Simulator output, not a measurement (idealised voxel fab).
The following is a process module called voxel local oxidation.
The figure presents cross-section cut, which has a width of 295 nm and is divided into square cells with an edge length of 5 nm.
In what follows, cross-sections appear as grids of square cells, described through bands that run from the top down, where every band is one or more rows of cells.
This entry defines a band. It first specifies the height of the band's top and the height of its bottom in nm, and then specifies the band's materials from left to right, stating each material with its width in nm. The word "everywhere" identifies a single material that fills the band from edge to edge, while the word "empty" identifies empty space.
Below 0: as-received wafer, all one material; heights counted from there. Lowest band: no bottom, goes on down, written "0 nm and below".
A width such as "30..40" changes by the same amount from each row of cells to the next, from the band's top row to its bottom row.
Basically "identical to before" means that step didn't change any cell in the cross-section.
Closed void roster: empty space of 8 cells or more with no open way to the top, each as width x height at its distance from the left edge, in nm
It should be noted that, on the line of a given step, the content following the step's settings is a remark produced by the simulator itself with respect to that step.
"overlay nm", when on a step's line for a step with a mask, measures how far to the right of its planned place the mask lay; a negative measure means to the left.

Set out below are the planned steps of the process:
1 RECEIVE | material Si
2 CONFORMAL_DEP | material SiO2 | thk nm 5
3 CONFORMAL_DEP | material SiN | thk nm 10
4 DIRECTIONAL_DEP | material aC | thk nm 15
5 PATTERN | tone cover | mask id ACTIVE | material resist | width nm 90 | pitch nm 130 | thk nm 35 | overlay nm 0
6 DIRECTIONAL_ETCH | etch materials aC | depth nm 15
7 STRIP | etch materials resist
8 DIRECTIONAL_ETCH | etch materials SiN | depth nm 10
9 STRIP | etch materials aC
10 SELECTIVE_ETCH | etch materials SiO2 | depth nm 5
11 OXIDIZE | depth nm 10
12 STRIP | etch materials SiN
The wafers are alike at the start. At step 5, their width nm differs. The plan lists the first wafer's value.

Sectional view: first of several wafers, as received, after step 1:
  0 nm and below: Si everywhere
  Closed void roster: none

Depicted here is the first of several wafers in cross-section, at module completion following the last step, step 12:
  5 nm to 0 nm: 40 of empty  80 of SiO2  50 of empty  80 of SiO2  45 of empty
  0 nm to -10 nm: 50 of SiO2  60 of Si  70 of SiO2  60 of Si  55 of SiO2
  -10 nm and below: Si everywhere
  Closed void roster: none

Last wafer, end of module, cross-section:
  5 nm to 0 nm: 30 of empty  105 of SiO2  25 of empty  105 of SiO2  30 of empty
  0 nm to -10 nm: 40 of SiO2  85 of Si  45 of SiO2  85 of Si  40 of SiO2
  -10 nm and below: Si everywhere
  Closed void roster: none

So in this table every wafer gets its own row, and what you see is where it stands at the end of the module: for each material, how many cells it picked up (+) or gave up (-) since we received it, and after that its closed voids:
width nm 90 | -70 Si | +102 SiO2 | Closed void roster: none
width nm 95 | -66 Si | +100 SiO2 | Closed void roster: none
width nm 100 | -62 Si | +98 SiO2 | Closed void roster: none
width nm 105 | -58 Si | +96 SiO2 | Closed void roster: none
width nm 110 | -54 Si | +94 SiO2 | Closed void roster: none
width nm 115 | -50 Si | +92 SiO2 | Closed void roster: none
